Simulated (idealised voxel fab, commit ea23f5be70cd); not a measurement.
process module | voxel transistor to metal
cross-section cut | 180 nm wide | cells 5 nm
A cross-section is a grid of square cells, given in bands from the top down. A band is one or more rows of cells.
Each band's line starts with the height of the band's top and of its bottom, in nm. Then come its materials from left to right, each with its width in nm. One material with "throughout" fills the band from edge to edge. "air" is empty space.
Height 0 is the level under which the wafer as received is all one material. The lowest band goes on downwards, as in "0 down".
A width such as "30 to 40" changes by the same amount from each row of cells to the next, from the band's top row to its bottom row.
"no change" after a step means that no cell of the cross-section changed.
closed voids: empty space of 8 cells or more with no open way to the top, each as width x height at its distance from the left edge, in nm
after a step's settings: what the simulator itself notes on the step
overlay nm, on a step with a mask: how far to the right of its planned place the mask lay; to the left if negative
plan
1 op RECEIVE | material Si
2 op CONFORMAL_DEP | material SiO2 | thk nm 5
3 op CONFORMAL_DEP | material SiN | thk nm 15
4 op MASKED_ETCH | tone cover | mask id ACTIVE | width nm 100 | etch materials SiN | depth nm 15 | overlay nm 0
5 op MASKED_ETCH | tone cover | mask id ACTIVE | width nm 100 | etch materials SiO2 | depth nm 5 | overlay nm 0
6 op MASKED_ETCH | tone cover | mask id ACTIVE | width nm 100 | etch materials Si | depth nm 20 | overlay nm 0
7 op OXIDIZE | depth nm 5
8 op FILL_DEP | material SiO2 | thk nm 10
9 op CMP | height nm 20
10 op SELECTIVE_ETCH | etch materials SiO2 | depth nm 10
11 op STRIP | etch materials SiN
12 op SELECTIVE_ETCH | etch materials SiO2 | depth nm 5
13 op OXIDIZE | depth nm 5
14 op DIRECTIONAL_DEP | material polySi | thk nm 25
15 op DIRECTIONAL_DEP | material SiCN | thk nm 10
16 op DIRECTIONAL_DEP | material aC | thk nm 10
17 op PATTERN | tone cover | mask id GATE | material resist | width nm 20 | thk nm 30 | overlay nm 0
18 op DIRECTIONAL_ETCH | etch materials aC | depth nm 10
19 op STRIP | etch materials resist
20 op DIRECTIONAL_ETCH | etch materials SiCN | depth nm 20
21 op DIRECTIONAL_ETCH | etch materials polySi | depth nm 35
22 op STRIP | etch materials aC
23 op CONFORMAL_DEP | material SiN | thk nm 10
24 op DIRECTIONAL_ETCH | etch materials SiN | depth nm 10
25 op DIRECTIONAL_ETCH | etch materials SiO2 | depth nm 5
26 op DIRECTIONAL_ETCH | etch materials Si | depth nm 10
27 op EPI | material nSi | thk nm 10
28 op FILL_DEP | material SiO2 | thk nm 5
29 op CMP | height nm 35
30 op DIRECTIONAL_DEP | material SiO2 | thk nm 15
31 op MASKED_ETCH | tone open | mask id CONTACT | width nm 20 | pitch nm 70 | etch materials SiO2 | depth nm 55 | overlay nm 0
32 op CONFORMAL_DEP | material TiN | thk nm 5
33 op FILL_DEP | material W | thk nm 5
34 op CMP | height nm 50
35 op DIRECTIONAL_DEP | material TiN | thk nm 5
36 op DIRECTIONAL_DEP | material Ru | thk nm 20
37 op MASKED_ETCH | tone cover | mask id METAL_1 | width nm 20 | pitch nm 70 | etch materials Ru | depth nm 20 | overlay nm 0
38 op MASKED_ETCH | tone cover | mask id METAL_1 | width nm 20 | pitch nm 70 | etch materials TiN | depth nm 5 | overlay nm 0
39 op FILL_DEP | material lowk | thk nm 10
40 op CMP | height nm 75
41 op CONFORMAL_DEP | material SiCN | thk nm 5
42 op DIRECTIONAL_DEP | material lowk | thk nm 30
43 op DIRECTIONAL_DEP | material aC | thk nm 10
44 op PATTERN | tone open | mask id METAL_2_HOLES | material resist | width nm 15 | pitch nm 70 | thk nm 30 | overlay nm 0
45 op DIRECTIONAL_ETCH | etch materials aC | depth nm 10
46 op STRIP | etch materials resist
47 op DIRECTIONAL_ETCH | etch materials lowk | depth nm 30
48 op STRIP | etch materials aC
49 op PATTERN | tone open | mask id METAL_2 | material resist | width nm 20 | pitch nm 70 | thk nm 20 | overlay nm 0
50 op DIRECTIONAL_ETCH | etch materials lowk | depth nm 15
51 op DIRECTIONAL_ETCH | etch materials SiCN | depth nm 5
52 op STRIP | etch materials resist
53 op CONFORMAL_DEP | material TiN | thk nm 5
54 op FILL_DEP | material Ru | thk nm 5
55 op CMP | height nm 110
56 op CONFORMAL_DEP | material SiN | thk nm 5
first wafer, as planned
as received, after step 1
  0 down: Si throughout
  closed voids: none
after step 2
  5 to 0: SiO2 throughout
  below 0: unchanged
after step 3
  20 to 5: SiN throughout
  below 5: unchanged
after step 4
  20 to 5: air 40 | SiN 100 | air 40
  below 5: unchanged
after step 5
  20 to 5: air 40 | SiN 100 | air 40
  5 to 0: air 40 | SiO2 100 | air 40
  below 0: unchanged
after step 6
  20 to 5: air 40 | SiN 100 | air 40
  5 to 0: air 40 | SiO2 100 | air 40
  0 to -20: air 40 | Si 100 | air 40
  below -20: unchanged
after step 7
  20 to 5: air 40 | SiN 100 | air 40
  5 to 0: air 40 | SiO2 100 | air 40
  0 to -20: air 40 | SiO2 5 | Si 90 | SiO2 5 | air 40
  -20 to -25: SiO2 45 | Si 90 | SiO2 45
  below -25: unchanged
after step 8
  30 to 20: SiO2 throughout
  20 to 5: SiO2 40 | SiN 100 | SiO2 40
  5 to 0: SiO2 throughout
  0 to -25: SiO2 45 | Si 90 | SiO2 45
  below -25: unchanged
after step 9
  20 to 5: SiO2 40 | SiN 100 | SiO2 40
  below 5: unchanged
after step 10
  20 to 10: air 40 | SiN 100 | air 40
  below 10: unchanged
after step 11
  10 to 5: SiO2 40 | air 100 | SiO2 40
  below 5: unchanged
after step 12
  5 to 0: SiO2 35 | air 110 | SiO2 35
  below 0: unchanged
after step 13
  5 to 0: SiO2 35 | air 110 | SiO2 35
  0 to -5: SiO2 throughout
  below -5: unchanged
after step 14
  30 to 25: polySi 35 | air 110 | polySi 35
  25 to 5: polySi throughout
  5 to 0: SiO2 35 | polySi 110 | SiO2 35
  below 0: unchanged
after step 15
  40 to 35: SiCN 35 | air 110 | SiCN 35
  35 to 30: SiCN throughout
  30 to 25: polySi 35 | SiCN 110 | polySi 35
  below 25: unchanged
after step 16
  50 to 45: aC 35 | air 110 | aC 35
  45 to 40: aC throughout
  40 to 35: SiCN 35 | aC 110 | SiCN 35
  below 35: unchanged
after step 17
  80 to 50: air 80 | resist 20 | air 80
  50 to 45: aC 35 | air 45 | resist 20 | air 45 | aC 35
  below 45: unchanged
after step 18
  70 to 45: air 80 | resist 20 | air 80
  45 to 40: air 80 | aC 20 | air 80
  40 to 35: SiCN 35 | air 45 | aC 20 | air 45 | SiCN 35
  below 35: unchanged
after step 19
  45 to 40: air 80 | aC 20 | air 80
  below 40: unchanged
after step 20
  45 to 35: air 80 | aC 20 | air 80
  35 to 30: air 80 | SiCN 20 | air 80
  30 to 25: polySi 35 | air 45 | SiCN 20 | air 45 | polySi 35
  below 25: unchanged
after step 21
  45 to 35: air 80 | aC 20 | air 80
  35 to 25: air 80 | SiCN 20 | air 80
  25 to 5: air 80 | polySi 20 | air 80
  5 to 0: SiO2 35 | air 45 | polySi 20 | air 45 | SiO2 35
  below 0: unchanged
after step 22
  35 to 25: air 80 | SiCN 20 | air 80
  below 25: unchanged
after step 23
  45 to 35: air 70 | SiN 40 | air 70
  35 to 25: air 70 | SiN 10 | SiCN 20 | SiN 10 | air 70
  25 to 15: air 70 | SiN 10 | polySi 20 | SiN 10 | air 70
  15 to 10: SiN 45 | air 25 | SiN 10 | polySi 20 | SiN 10 | air 25 | SiN 45
  10 to 5: SiN 80 | polySi 20 | SiN 80
  5 to 0: SiO2 35 | SiN 45 | polySi 20 | SiN 45 | SiO2 35
  below 0: unchanged
after step 24
  35 to 25: air 70 | SiN 10 | SiCN 20 | SiN 10 | air 70
  25 to 5: air 70 | SiN 10 | polySi 20 | SiN 10 | air 70
  5 to 0: SiO2 35 | SiN 10 | air 25 | SiN 10 | polySi 20 | SiN 10 | air 25 | SiN 10 | SiO2 35
  below 0: unchanged
after step 25
  35 to 25: air 70 | SiN 10 | SiCN 20 | SiN 10 | air 70
  25 to 5: air 70 | SiN 10 | polySi 20 | SiN 10 | air 70
  5 to 0: air 35 | SiN 10 | air 25 | SiN 10 | polySi 20 | SiN 10 | air 25 | SiN 10 | air 35
  0 to -5: SiO2 45 | air 25 | SiO2 40 | air 25 | SiO2 45
  below -5: unchanged
after step 26
  35 to 25: air 70 | SiN 10 | SiCN 20 | SiN 10 | air 70
  25 to 5: air 70 | SiN 10 | polySi 20 | SiN 10 | air 70
  5 to 0: air 35 | SiN 10 | air 25 | SiN 10 | polySi 20 | SiN 10 | air 25 | SiN 10 | air 35
  0 to -5: SiO2 45 | air 25 | SiO2 40 | air 25 | SiO2 45
  -5 to -15: SiO2 45 | air 25 | Si 40 | air 25 | SiO2 45
  below -15: unchanged
after step 27
  35 to 25: air 70 | SiN 10 | SiCN 20 | SiN 10 | air 70
  25 to 5: air 70 | SiN 10 | polySi 20 | SiN 10 | air 70
  5 to 0: air 35 | SiN 10 | air 15 | nSi 10 | SiN 10 | polySi 20 | SiN 10 | nSi 10 | air 15 | SiN 10 | air 35
  0 to -5: SiO2 45 | air 15 | nSi 10 | SiO2 40 | nSi 10 | air 15 | SiO2 45
  -5 to -15: SiO2 45 | nSi 25 | Si 40 | nSi 25 | SiO2 45
  below -15: unchanged
after step 28
  40 to 35: SiO2 throughout
  35 to 25: SiO2 70 | SiN 10 | SiCN 20 | SiN 10 | SiO2 70
  25 to 5: SiO2 70 | SiN 10 | polySi 20 | SiN 10 | SiO2 70
  5 to 0: SiO2 35 | SiN 10 | SiO2 15 | nSi 10 | SiN 10 | polySi 20 | SiN 10 | nSi 10 | SiO2 15 | SiN 10 | SiO2 35
  0 to -5: SiO2 60 | nSi 10 | SiO2 40 | nSi 10 | SiO2 60
  below -5: unchanged
after step 29
  35 to 25: SiO2 70 | SiN 10 | SiCN 20 | SiN 10 | SiO2 70
  below 25: unchanged
after step 30
  50 to 35: SiO2 throughout
  below 35: unchanged
after step 31
  50 to 35: SiO2 45 | air 20 | SiO2 50 | air 20 | SiO2 45
  35 to 25: SiO2 45 | air 20 | SiO2 5 | SiN 10 | SiCN 20 | SiN 10 | SiO2 5 | air 20 | SiO2 45
  25 to 5: SiO2 45 | air 20 | SiO2 5 | SiN 10 | polySi 20 | SiN 10 | SiO2 5 | air 20 | SiO2 45
  5 to 0: SiO2 35 | SiN 10 | air 15 | nSi 10 | SiN 10 | polySi 20 | SiN 10 | nSi 10 | air 15 | SiN 10 | SiO2 35
  0 to -5: SiO2 45 | air 15 | nSi 10 | SiO2 40 | nSi 10 | air 15 | SiO2 45
  below -5: unchanged
after step 32
  55 to 50: TiN 50 | air 10 | TiN 60 | air 10 | TiN 50
  50 to 35: SiO2 45 | TiN 5 | air 10 | TiN 5 | SiO2 50 | TiN 5 | air 10 | TiN 5 | SiO2 45
  35 to 25: SiO2 45 | TiN 5 | air 10 | TiN 5 | SiO2 5 | SiN 10 | SiCN 20 | SiN 10 | SiO2 5 | TiN 5 | air 10 | TiN 5 | SiO2 45
  25 to 10: SiO2 45 | TiN 5 | air 10 | TiN 5 | SiO2 5 | SiN 10 | polySi 20 | SiN 10 | SiO2 5 | TiN 5 | air 10 | TiN 5 | SiO2 45
  10 to 5: SiO2 45 | TiN 5 | air 5 | TiN 10 | SiO2 5 | SiN 10 | polySi 20 | SiN 10 | SiO2 5 | TiN 10 | air 5 | TiN 5 | SiO2 45
  5 to 0: SiO2 35 | SiN 10 | TiN 5 | air 5 | TiN 5 | nSi 10 | SiN 10 | polySi 20 | SiN 10 | nSi 10 | TiN 5 | air 5 | TiN 5 | SiN 10 | SiO2 35
  0 to -5: SiO2 45 | TiN 15 | nSi 10 | SiO2 40 | nSi 10 | TiN 15 | SiO2 45
  below -5: unchanged
after step 33
  60 to 55: W throughout
  55 to 50: TiN 50 | W 10 | TiN 60 | W 10 | TiN 50
  50 to 35: SiO2 45 | TiN 5 | W 10 | TiN 5 | SiO2 50 | TiN 5 | W 10 | TiN 5 | SiO2 45
  35 to 25: SiO2 45 | TiN 5 | W 10 | TiN 5 | SiO2 5 | SiN 10 | SiCN 20 | SiN 10 | SiO2 5 | TiN 5 | W 10 | TiN 5 | SiO2 45
  25 to 10: SiO2 45 | TiN 5 | W 10 | TiN 5 | SiO2 5 | SiN 10 | polySi 20 | SiN 10 | SiO2 5 | TiN 5 | W 10 | TiN 5 | SiO2 45
  10 to 5: SiO2 45 | TiN 5 | W 5 | TiN 10 | SiO2 5 | SiN 10 | polySi 20 | SiN 10 | SiO2 5 | TiN 10 | W 5 | TiN 5 | SiO2 45
  5 to 0: SiO2 35 | SiN 10 | TiN 5 | W 5 | TiN 5 | nSi 10 | SiN 10 | polySi 20 | SiN 10 | nSi 10 | TiN 5 | W 5 | TiN 5 | SiN 10 | SiO2 35
  below 0: unchanged
after step 34
  50 to 35: SiO2 45 | TiN 5 | W 10 | TiN 5 | SiO2 50 | TiN 5 | W 10 | TiN 5 | SiO2 45
  below 35: unchanged
after step 35
  55 to 50: TiN throughout
  below 50: unchanged
after step 36
  75 to 55: Ru throughout
  below 55: unchanged
after step 37
  75 to 55: air 45 | Ru 20 | air 50 | Ru 20 | air 45
  below 55: unchanged
after step 38
  75 to 55: air 45 | Ru 20 | air 50 | Ru 20 | air 45
  55 to 50: air 45 | TiN 20 | air 50 | TiN 20 | air 45
  below 50: unchanged
after step 39
  85 to 75: lowk throughout
  75 to 55: lowk 45 | Ru 20 | lowk 50 | Ru 20 | lowk 45
  55 to 50: lowk 45 | TiN 20 | lowk 50 | TiN 20 | lowk 45
  below 50: unchanged
after step 40
  75 to 55: lowk 45 | Ru 20 | lowk 50 | Ru 20 | lowk 45
  below 55: unchanged
after step 41
  80 to 75: SiCN throughout
  below 75: unchanged
after step 42
  110 to 80: lowk throughout
  below 80: unchanged
after step 43
  120 to 110: aC throughout
  below 110: unchanged
after step 44
  150 to 120: resist 45 | air 15 | resist 55 | air 15 | resist 50
  below 120: unchanged
after step 45
  140 to 120: resist 45 | air 15 | resist 55 | air 15 | resist 50
  120 to 110: aC 45 | air 15 | aC 55 | air 15 | aC 50
  below 110: unchanged
after step 46
  120 to 110: aC 45 | air 15 | aC 55 | air 15 | aC 50
  below 110: unchanged
after step 47
  120 to 110: aC 45 | air 15 | aC 55 | air 15 | aC 50
  110 to 80: lowk 45 | air 15 | lowk 55 | air 15 | lowk 50
  below 80: unchanged
after step 48
  110 to 80: lowk 45 | air 15 | lowk 55 | air 15 | lowk 50
  below 80: unchanged
after step 49
  130 to 110: resist 45 | air 20 | resist 50 | air 20 | resist 45
  below 110: unchanged
after step 50
  130 to 110: resist 45 | air 20 | resist 50 | air 20 | resist 45
  110 to 95: lowk 45 | air 20 | lowk 50 | air 20 | lowk 45
  below 95: unchanged
after step 51
  130 to 110: resist 45 | air 20 | resist 50 | air 20 | resist 45
  110 to 95: lowk 45 | air 20 | lowk 50 | air 20 | lowk 45
  95 to 80: lowk 45 | air 15 | lowk 55 | air 15 | lowk 50
  80 to 75: SiCN 45 | air 15 | SiCN 55 | air 15 | SiCN 50
  below 75: unchanged
after step 52
  110 to 95: lowk 45 | air 20 | lowk 50 | air 20 | lowk 45
  below 95: unchanged
after step 53
  115 to 110: TiN 50 | air 10 | TiN 60 | air 10 | TiN 50
  110 to 100: lowk 45 | TiN 5 | air 10 | TiN 5 | lowk 50 | TiN 5 | air 10 | TiN 5 | lowk 45
  100 to 95: lowk 45 | TiN 5 | air 5 | TiN 10 | lowk 50 | TiN 5 | air 5 | TiN 10 | lowk 45
  95 to 80: lowk 45 | TiN 5 | air 5 | TiN 5 | lowk 55 | TiN 5 | air 5 | TiN 5 | lowk 50
  80 to 75: SiCN 45 | TiN 15 | SiCN 55 | TiN 15 | SiCN 50
  below 75: unchanged
after step 54
  120 to 115: Ru throughout
  115 to 110: TiN 50 | Ru 10 | TiN 60 | Ru 10 | TiN 50
  110 to 100: lowk 45 | TiN 5 | Ru 10 | TiN 5 | lowk 50 | TiN 5 | Ru 10 | TiN 5 | lowk 45
  100 to 95: lowk 45 | TiN 5 | Ru 5 | TiN 10 | lowk 50 | TiN 5 | Ru 5 | TiN 10 | lowk 45
  95 to 80: lowk 45 | TiN 5 | Ru 5 | TiN 5 | lowk 55 | TiN 5 | Ru 5 | TiN 5 | lowk 50
  below 80: unchanged
after step 55
  110 to 100: lowk 45 | TiN 5 | Ru 10 | TiN 5 | lowk 50 | TiN 5 | Ru 10 | TiN 5 | lowk 45
  below 100: unchanged
after step 56
  115 to 110: SiN throughout
  below 110: unchanged
second wafer: like start, like plan, one mistake. Through step 36 it matches the first wafer
when step 37 should have ended
  75 to 55: Ru 45 | air 20 | Ru 50 | air 20 | Ru 45
  below 55: unchanged
when step 38 should have ended: no change
when step 39 should have ended
  85 to 75: lowk throughout
  75 to 55: Ru 45 | lowk 20 | Ru 50 | lowk 20 | Ru 45
  below 55: unchanged
when step 40 should have ended
  75 to 55: Ru 45 | lowk 20 | Ru 50 | lowk 20 | Ru 45
  below 55: unchanged
when step 41 should have ended
  80 to 75: SiCN throughout
  below 75: unchanged
when step 42 should have ended
  110 to 80: lowk throughout
  below 80: unchanged
when step 43 should have ended
  120 to 110: aC throughout
  below 110: unchanged
when step 44 should have ended
  150 to 120: resist 45 | air 15 | resist 55 | air 15 | resist 50
  below 120: unchanged
when step 45 should have ended
  140 to 120: resist 45 | air 15 | resist 55 | air 15 | resist 50
  120 to 110: aC 45 | air 15 | aC 55 | air 15 | aC 50
  below 110: unchanged
when step 46 should have ended
  120 to 110: aC 45 | air 15 | aC 55 | air 15 | aC 50
  below 110: unchanged
when step 47 should have ended
  120 to 110: aC 45 | air 15 | aC 55 | air 15 | aC 50
  110 to 80: lowk 45 | air 15 | lowk 55 | air 15 | lowk 50
  below 80: unchanged
when step 48 should have ended
  110 to 80: lowk 45 | air 15 | lowk 55 | air 15 | lowk 50
  below 80: unchanged
when step 49 should have ended
  130 to 110: resist 45 | air 20 | resist 50 | air 20 | resist 45
  below 110: unchanged
when step 50 should have ended
  130 to 110: resist 45 | air 20 | resist 50 | air 20 | resist 45
  110 to 95: lowk 45 | air 20 | lowk 50 | air 20 | lowk 45
  below 95: unchanged
when step 51 should have ended
  130 to 110: resist 45 | air 20 | resist 50 | air 20 | resist 45
  110 to 95: lowk 45 | air 20 | lowk 50 | air 20 | lowk 45
  95 to 80: lowk 45 | air 15 | lowk 55 | air 15 | lowk 50
  80 to 75: SiCN 45 | air 15 | SiCN 55 | air 15 | SiCN 50
  below 75: unchanged
when step 52 should have ended
  110 to 95: lowk 45 | air 20 | lowk 50 | air 20 | lowk 45
  below 95: unchanged
when step 53 should have ended
  115 to 110: TiN 50 | air 10 | TiN 60 | air 10 | TiN 50
  110 to 100: lowk 45 | TiN 5 | air 10 | TiN 5 | lowk 50 | TiN 5 | air 10 | TiN 5 | lowk 45
  100 to 95: lowk 45 | TiN 5 | air 5 | TiN 10 | lowk 50 | TiN 5 | air 5 | TiN 10 | lowk 45
  95 to 80: lowk 45 | TiN 5 | air 5 | TiN 5 | lowk 55 | TiN 5 | air 5 | TiN 5 | lowk 50
  80 to 75: SiCN 45 | TiN 15 | SiCN 55 | TiN 15 | SiCN 50
  below 75: unchanged
when step 54 should have ended
  120 to 115: Ru throughout
  115 to 110: TiN 50 | Ru 10 | TiN 60 | Ru 10 | TiN 50
  110 to 100: lowk 45 | TiN 5 | Ru 10 | TiN 5 | lowk 50 | TiN 5 | Ru 10 | TiN 5 | lowk 45
  100 to 95: lowk 45 | TiN 5 | Ru 5 | TiN 10 | lowk 50 | TiN 5 | Ru 5 | TiN 10 | lowk 45
  95 to 80: lowk 45 | TiN 5 | Ru 5 | TiN 5 | lowk 55 | TiN 5 | Ru 5 | TiN 5 | lowk 50
  below 80: unchanged
when step 55 should have ended
  110 to 100: lowk 45 | TiN 5 | Ru 10 | TiN 5 | lowk 50 | TiN 5 | Ru 10 | TiN 5 | lowk 45
  below 100: unchanged
when step 56 should have ended
  115 to 110: SiN throughout
  below 110: unchanged
what went wrong: step 37 ran as: op MASKED_ETCH | tone open | mask id METAL_1 | width nm 20 | pitch nm 70 | etch materials Ru | depth nm 20 | overlay nm 0
at the end the second wafer has, in cells: 80 more of Ru | 28 more of TiN | 108 fewer of lowk
